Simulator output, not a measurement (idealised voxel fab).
Process module name: voxel self aligned vias
210 nm wide, 5 nm square cells: that's cross-section cut.
Cross-section layout: square cells on a grid; listed as bands, top to bottom; a band spans one or more cell rows.
Top, bottom (nm), then materials left to right with widths (nm); lone material tagged "edge to edge" fills the whole band edge to edge; "empty" = empty space.
Height 0 is the level under which the wafer as received is all one material. The lowest band goes on downwards, as in "0 down".
The two numbers in a width such as "30..40" mark its ends across the band: the first belongs to the top row of cells, the second to the bottom row, and from each row to the next the width moves by the same amount.
"no alterations made" (step): cross-section cells unchanged, all of them.
For the entry "Enclosed cavity list", the listed items are empty spaces with no open way to the top whose size is 8 cells or more; each item follows the pattern width x height at distance, where distance is from the left edge and all three are in nm.
The remark found on a step's line after its settings is issued by the simulator itself and pertains to that step.
The line of a step may include "overlay nm". On a step with a mask, this value is how far to the right of its planned place the mask lay. A negative value means the mask lay to the left.
**List of planned process steps**
- 1: RECEIVE,material Si
- 2: CONFORMAL_DEP,material SiO2,thk nm 10
- 3: CONFORMAL_DEP,material SiCN,thk nm 5
- 4: DIRECTIONAL_DEP,material SiO2,thk nm 30
- 5: DIRECTIONAL_DEP,material aC,thk nm 10
- 6: PATTERN,tone open,mask id LINES,material resist,width nm 25,pitch nm 55,thk nm 25,overlay nm 0
- 7: DIRECTIONAL_ETCH,etch materials aC,depth nm 10
- 8: STRIP,etch materials resist
- 9: DIRECTIONAL_ETCH,etch materials SiO2,depth nm 30
- 10: STRIP,etch materials aC
- 11: CONFORMAL_DEP,material TiN,thk nm 5
- 12: FILL_DEP,material Ru,thk nm 5
- 13: CMP,height nm 45
- 14: SELECTIVE_ETCH,etch materials W Ru TiN,depth nm 10
- 15: FILL_DEP,material SiN,thk nm 5
- 16: CMP,height nm 45
- 17: DIRECTIONAL_DEP,material SiO2,thk nm 15
- 18: PATTERN,tone open,mask id VIAS,material resist,width nm 35,thk nm 15,overlay nm 0
- 19: DIRECTIONAL_ETCH,etch materials SiO2,depth nm 15
- 20: DIRECTIONAL_ETCH,etch materials SiN,depth nm 10
- 21: STRIP,etch materials resist
- 22: CONFORMAL_DEP,material TiN,thk nm 5
- 23: FILL_DEP,material W,thk nm 10
- 24: CMP,height nm 60
- 25: CONFORMAL_DEP,material SiN,thk nm 5
**Cross-section of the wafer as it came to us, i.e., already through step 1**
    0 down: Si edge to edge
    Enclosed cavity list: none
**Wafer cross-section at module end: first of two, run to plan**
    65 to 60: SiN edge to edge
    60 to 50: 60 nm SiO2; 5 nm TiN; 25 nm W; 5 nm TiN; 115 nm SiO2
    50 to 45: 60 nm SiO2; 10 nm TiN; 15 nm W; 10 nm TiN; 115 nm SiO2
    45 to 40: 65 nm SiO2; 5 nm TiN; 15 nm W; 5 nm TiN; 30 nm SiO2; 25 nm SiN; 65 nm SiO2
    40 to 35: 65 nm SiO2; 25 nm TiN; 30 nm SiO2; 25 nm SiN; 65 nm SiO2
    35 to 20: 65 nm SiO2; 5 nm TiN; 15 nm Ru; 5 nm TiN; 30 nm SiO2; 5 nm TiN; 15 nm Ru; 5 nm TiN; 65 nm SiO2
    20 to 15: 65 nm SiO2; 25 nm TiN; 30 nm SiO2; 25 nm TiN; 65 nm SiO2
    15 to 10: SiCN edge to edge
    10 to 0: SiO2 edge to edge
    0 down: Si edge to edge
    Enclosed cavity list: none
**Wafer two, end of module, cross-section. Same start, same plan as wafer one. One mistake in the run**
    65 to 60: SiN edge to edge
    60 to 45: 60 nm SiO2; 5 nm TiN; 25 nm W; 5 nm TiN; 115 nm SiO2
    45 to 40: 60 nm SiO2; 5 nm TiN; 25 nm W; 5 nm TiN; 25 nm SiO2; 25 nm SiN; 65 nm SiO2
    40 to 35: 60 nm SiO2; 35 nm TiN; 25 nm SiO2; 25 nm SiN; 65 nm SiO2
    35 to 30: 60 nm SiO2; 10 nm TiN; 15 nm Ru; 10 nm TiN; 25 nm SiO2; 5 nm TiN; 15 nm Ru; 5 nm TiN; 65 nm SiO2
    30 to 20: 65 nm SiO2; 5 nm TiN; 15 nm Ru; 5 nm TiN; 30 nm SiO2; 5 nm TiN; 15 nm Ru; 5 nm TiN; 65 nm SiO2
    20 to 15: 65 nm SiO2; 25 nm TiN; 30 nm SiO2; 25 nm TiN; 65 nm SiO2
    15 to 10: SiCN edge to edge
    10 to 0: SiO2 edge to edge
    0 down: Si edge to edge
    Enclosed cavity list: none
The mistake made against the process plan was this: step 19 in the plan was executed twice
Wafer comparison, final, in cells, second relative to first, materials more or fewer: SiO2 -6, TiN +2, W +4
